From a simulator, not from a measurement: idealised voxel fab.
process module | voxel capacitor over wiring
cross-section cut | 210 nm wide | cells 5 nm
A cross-section is a grid of square cells, given in bands from the top down. A band is one or more rows of cells.
Each band's line starts with the height of the band's top and of its bottom, in nm. Then come its materials from left to right, each with its width in nm. One material with "throughout" fills the band from edge to edge. "air" is empty space.
Height 0 is the level under which the wafer as received is all one material. The lowest band goes on downwards, as in "0 down".
A width such as "30 to 40" changes by the same amount from each row of cells to the next, from the band's top row to its bottom row.
"no change" after a step means that no cell of the cross-section changed.
closed voids: empty space of 8 cells or more with no open way to the top, each as width x height at its distance from the left edge, in nm
after a step's settings: what the simulator itself notes on the step
overlay nm, on a step with a mask: how far to the right of its planned place the mask lay; to the left if negative
plan
1 op RECEIVE | material Si
2 op CONFORMAL_DEP | material SiO2 | thk nm 15
3 op CONFORMAL_DEP | material SiN | thk nm 5
4 op DIRECTIONAL_DEP | material SiO2 | thk nm 25
5 op PATTERN | tone open | mask id METAL_1 | material resist | width nm 30 | pitch nm 95 | thk nm 20 | overlay nm 0
6 op DIRECTIONAL_ETCH | etch materials SiO2 | depth nm 25
7 op DIRECTIONAL_ETCH | etch materials SiN | depth nm 5
8 op STRIP | etch materials resist
9 op CONFORMAL_DEP | material TiN | thk nm 5
10 op FILL_DEP | material Cu | thk nm 10
11 op CMP | height nm 45
12 op EPI | material Ru | thk nm 5
13 op FILL_DEP | material SiCN | thk nm 5
14 op DIRECTIONAL_DEP | material lowk | thk nm 15
15 op PATTERN | tone open | mask id PLUG_1 | material resist | width nm 15 | thk nm 15 | overlay nm 0
16 op DIRECTIONAL_ETCH | etch materials lowk | depth nm 15
17 op DIRECTIONAL_ETCH | etch materials SiCN | depth nm 5
18 op STRIP | etch materials resist
19 op CONFORMAL_DEP | material TiN | thk nm 5
20 op FILL_DEP | material Cu | thk nm 10
21 op CMP | height nm 70
22 op DIRECTIONAL_DEP | material TiN | thk nm 10
23 op DIRECTIONAL_DEP | material Al2O3 | thk nm 5
24 op DIRECTIONAL_DEP | material TiN | thk nm 10
25 op MASKED_ETCH | tone cover | mask id UPPER_PLATE | width nm 70 | etch materials TiN | depth nm 10 | overlay nm 0
26 op MASKED_ETCH | tone cover | mask id UPPER_PLATE | width nm 70 | etch materials Al2O3 | depth nm 5 | overlay nm 0
27 op DIRECTIONAL_DEP | material aC | thk nm 15
28 op PATTERN | tone cover | mask id LOWER_PLATE | material resist | width nm 80 | thk nm 30 | overlay nm 0
29 op DIRECTIONAL_ETCH | etch materials aC | depth nm 15
30 op STRIP | etch materials resist
31 op DIRECTIONAL_ETCH | etch materials TiN | depth nm 10
32 op STRIP | etch materials aC
33 op FILL_DEP | material SiO2 | thk nm 20
34 op CMP | height nm 110
35 op MASKED_ETCH | tone open | mask id PLUG_2 | width nm 15 | etch materials SiO2 | depth nm 15 | overlay nm 0
36 op CONFORMAL_DEP | material TiN | thk nm 5
37 op FILL_DEP | material Cu | thk nm 10
38 op CMP | height nm 110
39 op CONFORMAL_DEP | material SiCN | thk nm 5
first wafer, as planned
as received, after step 1
  0 down: Si throughout
  closed voids: none
after step 2
  15 to 0: SiO2 throughout
  below 0: unchanged
after step 3
  20 to 15: SiN throughout
  below 15: unchanged
after step 4
  45 to 20: SiO2 throughout
  below 20: unchanged
after step 5
  65 to 45: resist 40 | air 30 | resist 65 | air 30 | resist 45
  below 45: unchanged
after step 6
  65 to 45: resist 40 | air 30 | resist 65 | air 30 | resist 45
  45 to 20: SiO2 40 | air 30 | SiO2 65 | air 30 | SiO2 45
  below 20: unchanged
after step 7
  65 to 45: resist 40 | air 30 | resist 65 | air 30 | resist 45
  45 to 20: SiO2 40 | air 30 | SiO2 65 | air 30 | SiO2 45
  20 to 15: SiN 40 | air 30 | SiN 65 | air 30 | SiN 45
  below 15: unchanged
after step 8
  45 to 20: SiO2 40 | air 30 | SiO2 65 | air 30 | SiO2 45
  below 20: unchanged
after step 9
  50 to 45: TiN 45 | air 20 | TiN 75 | air 20 | TiN 50
  45 to 20: SiO2 40 | TiN 5 | air 20 | TiN 5 | SiO2 65 | TiN 5 | air 20 | TiN 5 | SiO2 45
  20 to 15: SiN 40 | TiN 30 | SiN 65 | TiN 30 | SiN 45
  below 15: unchanged
after step 10
  60 to 50: Cu throughout
  50 to 45: TiN 45 | Cu 20 | TiN 75 | Cu 20 | TiN 50
  45 to 20: SiO2 40 | TiN 5 | Cu 20 | TiN 5 | SiO2 65 | TiN 5 | Cu 20 | TiN 5 | SiO2 45
  below 20: unchanged
after step 11
  45 to 20: SiO2 40 | TiN 5 | Cu 20 | TiN 5 | SiO2 65 | TiN 5 | Cu 20 | TiN 5 | SiO2 45
  below 20: unchanged
after step 12
  50 to 45: air 35 | Ru 40 | air 55 | Ru 40 | air 40
  below 45: unchanged
after step 13
  55 to 50: SiCN throughout
  50 to 45: SiCN 35 | Ru 40 | SiCN 55 | Ru 40 | SiCN 40
  below 45: unchanged
after step 14
  70 to 55: lowk throughout
  below 55: unchanged
after step 15
  85 to 70: resist 55 | air 15 | resist 140
  below 70: unchanged
after step 16
  85 to 70: resist 55 | air 15 | resist 140
  70 to 55: lowk 55 | air 15 | lowk 140
  below 55: unchanged
after step 17
  85 to 70: resist 55 | air 15 | resist 140
  70 to 55: lowk 55 | air 15 | lowk 140
  55 to 50: SiCN 55 | air 15 | SiCN 140
  below 50: unchanged
after step 18
  70 to 55: lowk 55 | air 15 | lowk 140
  below 55: unchanged
after step 19
  75 to 70: TiN 60 | air 5 | TiN 145
  70 to 55: lowk 55 | TiN 5 | air 5 | TiN 5 | lowk 140
  55 to 50: SiCN 55 | TiN 15 | SiCN 140
  below 50: unchanged
after step 20
  85 to 75: Cu throughout
  75 to 70: TiN 60 | Cu 5 | TiN 145
  70 to 55: lowk 55 | TiN 5 | Cu 5 | TiN 5 | lowk 140
  below 55: unchanged
after step 21
  70 to 55: lowk 55 | TiN 5 | Cu 5 | TiN 5 | lowk 140
  below 55: unchanged
after step 22
  80 to 70: TiN throughout
  below 70: unchanged
after step 23
  85 to 80: Al2O3 throughout
  below 80: unchanged
after step 24
  95 to 85: TiN throughout
  below 85: unchanged
after step 25
  95 to 85: air 55 | TiN 70 | air 85
  below 85: unchanged
after step 26
  95 to 85: air 55 | TiN 70 | air 85
  85 to 80: air 55 | Al2O3 70 | air 85
  below 80: unchanged
after step 27
  110 to 95: air 55 | aC 70 | air 85
  95 to 85: aC 55 | TiN 70 | aC 85
  85 to 80: aC 55 | Al2O3 70 | aC 85
  below 80: unchanged
after step 28
  140 to 110: air 50 | resist 80 | air 80
  110 to 95: air 50 | resist 5 | aC 70 | resist 5 | air 80
  below 95: unchanged
after step 29
  125 to 110: air 50 | resist 80 | air 80
  110 to 95: air 50 | resist 5 | aC 70 | resist 5 | air 80
  95 to 85: air 50 | aC 5 | TiN 70 | aC 5 | air 80
  85 to 80: air 50 | aC 5 | Al2O3 70 | aC 5 | air 80
  below 80: unchanged
after step 30
  110 to 95: air 55 | aC 70 | air 85
  below 95: unchanged
after step 31
  110 to 95: air 55 | aC 70 | air 85
  95 to 85: air 50 | aC 5 | TiN 70 | aC 5 | air 80
  85 to 80: air 50 | aC 5 | Al2O3 70 | aC 5 | air 80
  80 to 70: air 50 | TiN 80 | air 80
  below 70: unchanged
after step 32
  95 to 85: air 55 | TiN 70 | air 85
  85 to 80: air 55 | Al2O3 70 | air 85
  below 80: unchanged
after step 33
  115 to 95: SiO2 throughout
  95 to 85: SiO2 55 | TiN 70 | SiO2 85
  85 to 80: SiO2 55 | Al2O3 70 | SiO2 85
  80 to 70: SiO2 50 | TiN 80 | SiO2 80
  below 70: unchanged
after step 34
  110 to 95: SiO2 throughout
  below 95: unchanged
after step 35
  110 to 95: SiO2 65 | air 15 | SiO2 130
  below 95: unchanged
after step 36
  115 to 110: TiN 70 | air 5 | TiN 135
  110 to 100: SiO2 65 | TiN 5 | air 5 | TiN 5 | SiO2 130
  100 to 95: SiO2 65 | TiN 15 | SiO2 130
  below 95: unchanged
after step 37
  125 to 115: Cu throughout
  115 to 110: TiN 70 | Cu 5 | TiN 135
  110 to 100: SiO2 65 | TiN 5 | Cu 5 | TiN 5 | SiO2 130
  below 100: unchanged
after step 38
  110 to 100: SiO2 65 | TiN 5 | Cu 5 | TiN 5 | SiO2 130
  below 100: unchanged
after step 39
  115 to 110: SiCN throughout
  below 110: unchanged
second wafer: like start, like plan, one mistake. Through step 4 it matches the first wafer
when step 5 should have ended
  65 to 45: air 40 | resist 30 | air 65 | resist 30 | air 45
  below 45: unchanged
when step 6 should have ended
  65 to 45: air 40 | resist 30 | air 65 | resist 30 | air 45
  45 to 20: air 40 | SiO2 30 | air 65 | SiO2 30 | air 45
  below 20: unchanged
when step 7 should have ended
  65 to 45: air 40 | resist 30 | air 65 | resist 30 | air 45
  45 to 20: air 40 | SiO2 30 | air 65 | SiO2 30 | air 45
  20 to 15: air 40 | SiN 30 | air 65 | SiN 30 | air 45
  below 15: unchanged
when step 8 should have ended
  45 to 20: air 40 | SiO2 30 | air 65 | SiO2 30 | air 45
  below 20: unchanged
when step 9 should have ended
  50 to 45: air 35 | TiN 40 | air 55 | TiN 40 | air 40
  45 to 20: air 35 | TiN 5 | SiO2 30 | TiN 5 | air 55 | TiN 5 | SiO2 30 | TiN 5 | air 40
  20 to 15: TiN 40 | SiN 30 | TiN 65 | SiN 30 | TiN 45
  below 15: unchanged
when step 10 should have ended
  60 to 50: Cu throughout
  50 to 45: Cu 35 | TiN 40 | Cu 55 | TiN 40 | Cu 40
  45 to 20: Cu 35 | TiN 5 | SiO2 30 | TiN 5 | Cu 55 | TiN 5 | SiO2 30 | TiN 5 | Cu 40
  below 20: unchanged
when step 11 should have ended
  45 to 20: Cu 35 | TiN 5 | SiO2 30 | TiN 5 | Cu 55 | TiN 5 | SiO2 30 | TiN 5 | Cu 40
  below 20: unchanged
when step 12 should have ended
  50 to 45: Ru 45 | air 20 | Ru 75 | air 20 | Ru 50
  below 45: unchanged
when step 13 should have ended
  55 to 50: SiCN throughout
  50 to 45: Ru 45 | SiCN 20 | Ru 75 | SiCN 20 | Ru 50
  below 45: unchanged
when step 14 should have ended
  70 to 55: lowk throughout
  below 55: unchanged
when step 15 should have ended
  85 to 70: resist 55 | air 15 | resist 140
  below 70: unchanged
when step 16 should have ended
  85 to 70: resist 55 | air 15 | resist 140
  70 to 55: lowk 55 | air 15 | lowk 140
  below 55: unchanged
when step 17 should have ended
  85 to 70: resist 55 | air 15 | resist 140
  70 to 55: lowk 55 | air 15 | lowk 140
  55 to 50: SiCN 55 | air 15 | SiCN 140
  below 50: unchanged
when step 18 should have ended
  70 to 55: lowk 55 | air 15 | lowk 140
  below 55: unchanged
when step 19 should have ended
  75 to 70: TiN 60 | air 5 | TiN 145
  70 to 55: lowk 55 | TiN 5 | air 5 | TiN 5 | lowk 140
  55 to 50: SiCN 55 | TiN 15 | SiCN 140
  below 50: unchanged
when step 20 should have ended
  85 to 75: Cu throughout
  75 to 70: TiN 60 | Cu 5 | TiN 145
  70 to 55: lowk 55 | TiN 5 | Cu 5 | TiN 5 | lowk 140
  below 55: unchanged
when step 21 should have ended
  70 to 55: lowk 55 | TiN 5 | Cu 5 | TiN 5 | lowk 140
  below 55: unchanged
when step 22 should have ended
  80 to 70: TiN throughout
  below 70: unchanged
when step 23 should have ended
  85 to 80: Al2O3 throughout
  below 80: unchanged
when step 24 should have ended
  95 to 85: TiN throughout
  below 85: unchanged
when step 25 should have ended
  95 to 85: air 55 | TiN 70 | air 85
  below 85: unchanged
when step 26 should have ended
  95 to 85: air 55 | TiN 70 | air 85
  85 to 80: air 55 | Al2O3 70 | air 85
  below 80: unchanged
when step 27 should have ended
  110 to 95: air 55 | aC 70 | air 85
  95 to 85: aC 55 | TiN 70 | aC 85
  85 to 80: aC 55 | Al2O3 70 | aC 85
  below 80: unchanged
when step 28 should have ended
  140 to 110: air 50 | resist 80 | air 80
  110 to 95: air 50 | resist 5 | aC 70 | resist 5 | air 80
  below 95: unchanged
when step 29 should have ended
  125 to 110: air 50 | resist 80 | air 80
  110 to 95: air 50 | resist 5 | aC 70 | resist 5 | air 80
  95 to 85: air 50 | aC 5 | TiN 70 | aC 5 | air 80
  85 to 80: air 50 | aC 5 | Al2O3 70 | aC 5 | air 80
  below 80: unchanged
when step 30 should have ended
  110 to 95: air 55 | aC 70 | air 85
  below 95: unchanged
when step 31 should have ended
  110 to 95: air 55 | aC 70 | air 85
  95 to 85: air 50 | aC 5 | TiN 70 | aC 5 | air 80
  85 to 80: air 50 | aC 5 | Al2O3 70 | aC 5 | air 80
  80 to 70: air 50 | TiN 80 | air 80
  below 70: unchanged
when step 32 should have ended
  95 to 85: air 55 | TiN 70 | air 85
  85 to 80: air 55 | Al2O3 70 | air 85
  below 80: unchanged
when step 33 should have ended
  115 to 95: SiO2 throughout
  95 to 85: SiO2 55 | TiN 70 | SiO2 85
  85 to 80: SiO2 55 | Al2O3 70 | SiO2 85
  80 to 70: SiO2 50 | TiN 80 | SiO2 80
  below 70: unchanged
when step 34 should have ended
  110 to 95: SiO2 throughout
  below 95: unchanged
when step 35 should have ended
  110 to 95: SiO2 65 | air 15 | SiO2 130
  below 95: unchanged
when step 36 should have ended
  115 to 110: TiN 70 | air 5 | TiN 135
  110 to 100: SiO2 65 | TiN 5 | air 5 | TiN 5 | SiO2 130
  100 to 95: SiO2 65 | TiN 15 | SiO2 130
  below 95: unchanged
when step 37 should have ended
  125 to 115: Cu throughout
  115 to 110: TiN 70 | Cu 5 | TiN 135
  110 to 100: SiO2 65 | TiN 5 | Cu 5 | TiN 5 | SiO2 130
  below 100: unchanged
when step 38 should have ended
  110 to 100: SiO2 65 | TiN 5 | Cu 5 | TiN 5 | SiO2 130
  below 100: unchanged
when step 39 should have ended
  115 to 110: SiCN throughout
  below 110: unchanged
what went wrong: step 5 ran as: op PATTERN | tone cover | mask id METAL_1 | material resist | width nm 30 | pitch nm 95 | thk nm 20 | overlay nm 0
at the end the second wafer has, in cells: 90 more of Cu | 18 more of Ru | 18 fewer of SiCN | 18 fewer of SiN | 90 fewer of SiO2 | 18 more of TiN
